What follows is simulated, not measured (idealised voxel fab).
This is a process module. Its name is voxel tone inversion.
It is cross-section cut that appears here, measuring 205 nm in width, its square cells being 5 nm in size.
We lay out every cross-section as a grid of square cells and spell it out in bands from the top down, where one band means one or more rows of cells. Look at the band entry: it leads with the top's height and the bottom's height in nm. Then it lists the materials left to right, with a width in nm for each. The word "edge to edge" on a single material says that material fills the band edge to edge. The word "empty" is empty space. Convention: height 0 is the level below which the wafer, as received, is all one material. The lowest band does not terminate at the bottom but continues downward, represented as "top 0, no bottom". It should be noted that a width expressed as "30..40" varies in equal increments from row to row of cells within the band, taking the value of the first number at the top row and that of the second number at the bottom row. Key: "all unchanged" - step with no changed cell in the cross-section. Each empty space that has no open way to the top and spans at least 8 cells appears under "Enclosed void listing" as width x height at distance, the distance counted from the left edge, all in nm. The remark found on a step's line after its settings is issued by the simulator itself and pertains to that step. If you see "overlay nm" on a step's line and that step has a mask, it's telling you how far right of where it was planned the mask ended up; a negative number means it went left instead.

So here's the lineup of process steps we planned
1: op RECEIVE | material Si
2: op CONFORMAL_DEP | material SiCN | thk nm 5
3: op DIRECTIONAL_DEP | material polySi | thk nm 20
4: op PATTERN | tone cover | mask id POSTS | material resist | width nm 25 | pitch nm 50 | thk nm 30 | overlay nm 0
5: op DIRECTIONAL_ETCH | etch materials polySi | depth nm 20
6: op STRIP | etch materials resist
7: op FILL_DEP | material SiO2 | thk nm 10
8: op CMP | height nm 25
9: op STRIP | etch materials polySi
10: op CONFORMAL_DEP | material TiN | thk nm 5
11: op FILL_DEP | material Ru | thk nm 10
12: op CMP | height nm 25
13: op CONFORMAL_DEP | material SiCN | thk nm 5

First wafer of two (run as planned)

Here's what the wafer looked like in cross-section when it arrived - that's after step 1
	top 0, no bottom = Si edge to edge
	Enclosed void listing: none

After step 2, in cross-section
	top 5, bottom 0 = SiCN edge to edge
	Beneath the level 0, the cross-section is identical to its previous state.

After step 3, in cross-section
	top 25, bottom 5 = polySi edge to edge
	Beneath the level 5, the cross-section is identical to its previous state.

After step 4, in cross-section
	top 55, bottom 25 = empty (15), then resist (25), then empty (25), then resist (25), then empty (25), then resist (25), then empty (25), then resist (25), then empty (15)
	Beneath the level 25, the cross-section is identical to its previous state.

After step 5, in cross-section
	top 55, bottom 25 = empty (15), then resist (25), then empty (25), then resist (25), then empty (25), then resist (25), then empty (25), then resist (25), then empty (15)
	top 25, bottom 5 = empty (15), then polySi (25), then empty (25), then polySi (25), then empty (25), then polySi (25), then empty (25), then polySi (25), then empty (15)
	Beneath the level 5, the cross-section is identical to its previous state.

After step 6, in cross-section
	top 25, bottom 5 = empty (15), then polySi (25), then empty (25), then polySi (25), then empty (25), then polySi (25), then empty (25), then polySi (25), then empty (15)
	Beneath the level 5, the cross-section is identical to its previous state.

After step 7, in cross-section
	top 35, bottom 25 = SiO2 edge to edge
	top 25, bottom 5 = SiO2 (15), then polySi (25), then SiO2 (25), then polySi (25), then SiO2 (25), then polySi (25), then SiO2 (25), then polySi (25), then SiO2 (15)
	Beneath the level 5, the cross-section is identical to its previous state.

After step 8, in cross-section
	top 25, bottom 5 = SiO2 (15), then polySi (25), then SiO2 (25), then polySi (25), then SiO2 (25), then polySi (25), then SiO2 (25), then polySi (25), then SiO2 (15)
	Beneath the level 5, the cross-section is identical to its previous state.

After step 9, in cross-section
	top 25, bottom 5 = SiO2 (15), then empty (25), then SiO2 (25), then empty (25), then SiO2 (25), then empty (25), then SiO2 (25), then empty (25), then SiO2 (15)
	Beneath the level 5, the cross-section is identical to its previous state.

After step 10, in cross-section
	top 30, bottom 25 = TiN (20), then empty (15), then TiN (35), then empty (15), then TiN (35), then empty (15), then TiN (35), then empty (15), then TiN (20)
	top 25, bottom 10 = SiO2 (15), then TiN (5), then empty (15), then TiN (5), then SiO2 (25), then TiN (5), then empty (15), then TiN (5), then SiO2 (25), then TiN (5), then empty (15), then TiN (5), then SiO2 (25), then TiN (5), then empty (15), then TiN (5), then SiO2 (15)
	top 10, bottom 5 = SiO2 (15), then TiN (25), then SiO2 (25), then TiN (25), then SiO2 (25), then TiN (25), then SiO2 (25), then TiN (25), then SiO2 (15)
	Beneath the level 5, the cross-section is identical to its previous state.

After step 11, in cross-section
	top 40, bottom 30 = Ru edge to edge
	top 30, bottom 25 = TiN (20), then Ru (15), then TiN (35), then Ru (15), then TiN (35), then Ru (15), then TiN (35), then Ru (15), then TiN (20)
	top 25, bottom 10 = SiO2 (15), then TiN (5), then Ru (15), then TiN (5), then SiO2 (25), then TiN (5), then Ru (15), then TiN (5), then SiO2 (25), then TiN (5), then Ru (15), then TiN (5), then SiO2 (25), then TiN (5), then Ru (15), then TiN (5), then SiO2 (15)
	Beneath the level 10, the cross-section is identical to its previous state.

After step 12, in cross-section
	top 25, bottom 10 = SiO2 (15), then TiN (5), then Ru (15), then TiN (5), then SiO2 (25), then TiN (5), then Ru (15), then TiN (5), then SiO2 (25), then TiN (5), then Ru (15), then TiN (5), then SiO2 (25), then TiN (5), then Ru (15), then TiN (5), then SiO2 (15)
	Beneath the level 10, the cross-section is identical to its previous state.

After step 13, in cross-section
	top 30, bottom 25 = SiCN edge to edge
	Beneath the level 25, the cross-section is identical to its previous state.

Companion wafer, the second of two: same beginning, same intended sequence, one mistake in carrying it out; through step 2 inclusive it tracks the first exactly

Cross-section: second wafer, time at which step 3 was scheduled to end
	top 20, bottom 5 = polySi edge to edge
	Beneath the level 5, the cross-section is identical to its previous state.

Cross-section: second wafer, time at which step 4 was scheduled to end
	top 50, bottom 20 = empty (15), then resist (25), then empty (25), then resist (25), then empty (25), then resist (25), then empty (25), then resist (25), then empty (15)
	Beneath the level 20, the cross-section is identical to its previous state.

Cross-section: second wafer, time at which step 5 was scheduled to end
	top 50, bottom 20 = empty (15), then resist (25), then empty (25), then resist (25), then empty (25), then resist (25), then empty (25), then resist (25), then empty (15)
	top 20, bottom 5 = empty (15), then polySi (25), then empty (25), then polySi (25), then empty (25), then polySi (25), then empty (25), then polySi (25), then empty (15)
	Beneath the level 5, the cross-section is identical to its previous state.

Cross-section: second wafer, time at which step 6 was scheduled to end
	top 20, bottom 5 = empty (15), then polySi (25), then empty (25), then polySi (25), then empty (25), then polySi (25), then empty (25), then polySi (25), then empty (15)
	Beneath the level 5, the cross-section is identical to its previous state.

Cross-section: second wafer, time at which step 7 was scheduled to end
	top 30, bottom 20 = SiO2 edge to edge
	top 20, bottom 5 = SiO2 (15), then polySi (25), then SiO2 (25), then polySi (25), then SiO2 (25), then polySi (25), then SiO2 (25), then polySi (25), then SiO2 (15)
	Beneath the level 5, the cross-section is identical to its previous state.

Cross-section: second wafer, time at which step 8 was scheduled to end
	top 25, bottom 20 = SiO2 edge to edge
	Beneath the level 20, the cross-section is identical to its previous state.

Cross-section: second wafer, time at which step 9 was scheduled to end: all unchanged

Cross-section: second wafer, time at which step 10 was scheduled to end
	top 30, bottom 25 = TiN edge to edge
	Beneath the level 25, the cross-section is identical to its previous state.

Cross-section: second wafer, time at which step 11 was scheduled to end
	top 40, bottom 30 = Ru edge to edge
	Beneath the level 30, the cross-section is identical to its previous state.

Cross-section: second wafer, time at which step 12 was scheduled to end
	top 25, bottom 20 = SiO2 edge to edge
	Beneath the level 20, the cross-section is identical to its previous state.

Cross-section: second wafer, time at which step 13 was scheduled to end
	top 30, bottom 25 = SiCN edge to edge
	Beneath the level 25, the cross-section is identical to its previous state.
Error vs. plan: step 3 was not run as planned; what actually ran was op DIRECTIONAL_DEP | material polySi | thk nm 15
Final comparison by cell count, materials where the second wafer has more or fewer than the first: Ru: 36 fewer | SiO2: 20 more | TiN: 44 fewer | polySi: 60 more
